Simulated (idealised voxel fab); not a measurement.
This is a process module. Its name is voxel self aligned contacts.
Displayed cross-section: cut, width of 170 nm, square cells sized 5 nm.
Square cells in a grid make up a cross-section in this document, and the grid is given as bands, listed from the top down, each one or more rows of cells.
Each band's line starts with the height of the band's top and of its bottom, in nm. Then come its materials from left to right, each with its width in nm. One material with "full width" fills the band from edge to edge. "blank" is empty space.
Heights are measured from 0, the level below which the as-received wafer is all one material; the lowest band has no bottom and continues downward, written as in "from 0 down".
The two numbers in a width such as "30 to 40" mark its ends across the band: the first belongs to the top row of cells, the second to the bottom row, and from each row to the next the width moves by the same amount.
"everything unchanged" -> step changed no cross-section cell.
"Catalogued sealed voids" contains a list of empty spaces, each no smaller than 8 cells and without an open way to the top, written in the form width x height at distance with the distance from the left edge and all three in nm.
Anything after a step's settings on that line? It's the simulator's own note about the step.
"overlay nm", when on a step's line for a step with a mask, measures how far to the right of its planned place the mask lay; a negative measure means to the left.

# These are the steps we planned for the process
| 1 | RECEIVE with material Si |
| 2 | OXIDIZE with depth nm 5 |
| 3 | DIRECTIONAL_DEP with material polySi, thk nm 25 |
| 4 | DIRECTIONAL_DEP with material SiN, thk nm 20 |
| 5 | DIRECTIONAL_DEP with material aC, thk nm 10 |
| 6 | PATTERN with tone cover, mask id GATE, material resist, width nm 30, pitch nm 65, thk nm 30, overlay nm 0 |
| 7 | DIRECTIONAL_ETCH with etch materials aC, depth nm 10 |
| 8 | STRIP with etch materials resist |
| 9 | DIRECTIONAL_ETCH with etch materials SiN, depth nm 20 |
| 10 | DIRECTIONAL_ETCH with etch materials polySi, depth nm 25 |
| 11 | STRIP with etch materials aC |
| 12 | CONFORMAL_DEP with material SiN, thk nm 10 |
| 13 | DIRECTIONAL_ETCH with etch materials SiN, depth nm 10 |
| 14 | FILL_DEP with material SiO2, thk nm 20 |
| 15 | CMP with height nm 55 |
| 16 | DIRECTIONAL_DEP with material aC, thk nm 10 |
| 17 | PATTERN with tone open, mask id CONTACT, material resist, width nm 45, thk nm 25, overlay nm 0 |
| 18 | DIRECTIONAL_ETCH with etch materials aC, depth nm 10 |
| 19 | STRIP with etch materials resist |
| 20 | DIRECTIONAL_ETCH with etch materials SiO2, depth nm 60 |
| 21 | STRIP with etch materials aC |
| 22 | CONFORMAL_DEP with material TiN, thk nm 5 |
| 23 | FILL_DEP with material Ru, thk nm 10 |
| 24 | CMP with height nm 55 |
| 25 | CONFORMAL_DEP with material SiCN, thk nm 5 |

# Cross-section of the wafer at receipt, which is the condition after step 1
- from 0 down  Si full width
- Catalogued sealed voids: none

# The first of the two wafers as seen in cross-section once the module was finished; processing followed the plan
- from 60 to 55  SiCN full width
- from 55 to 45  SiO2 60 / TiN 5 to 20 / Ru 35 to 5 / TiN 5 to 20 / SiO2 65
- from 45 to 25  SiO2 25 / SiN 50 / TiN 5 / Ru 5 / TiN 5 / SiN 50 / SiO2 30
- from 25 to 0  SiO2 25 / SiN 10 / polySi 30 / SiN 10 / TiN 5 / Ru 5 / TiN 5 / SiN 10 / polySi 30 / SiN 10 / SiO2 30
- from 0 to -5  SiO2 75 / TiN 15 / SiO2 80
- from -5 down  Si full width
- Catalogued sealed voids: none

# Wafer two (of two), end-of-module cross-section: start = wafer one, plan = wafer one, one run mistake
- from 60 to 55  polySi full width
- from 55 to 45  SiO2 60 / TiN 5 to 20 / Ru 35 to 5 / TiN 5 to 20 / SiO2 65
- from 45 to 25  SiO2 25 / SiN 50 / TiN 5 / Ru 5 / TiN 5 / SiN 50 / SiO2 30
- from 25 to 0  SiO2 25 / SiN 10 / polySi 30 / SiN 10 / TiN 5 / Ru 5 / TiN 5 / SiN 10 / polySi 30 / SiN 10 / SiO2 30
- from 0 to -5  SiO2 75 / TiN 15 / SiO2 80
- from -5 down  Si full width
- Catalogued sealed voids: none
What broke from the plan during processing? step 25 ran with different settings than intended, the actual operation and settings being CONFORMAL_DEP with material polySi, thk nm 5
Materials where the second wafer ends with more or fewer cells than the first: SiCN -34 | polySi +34
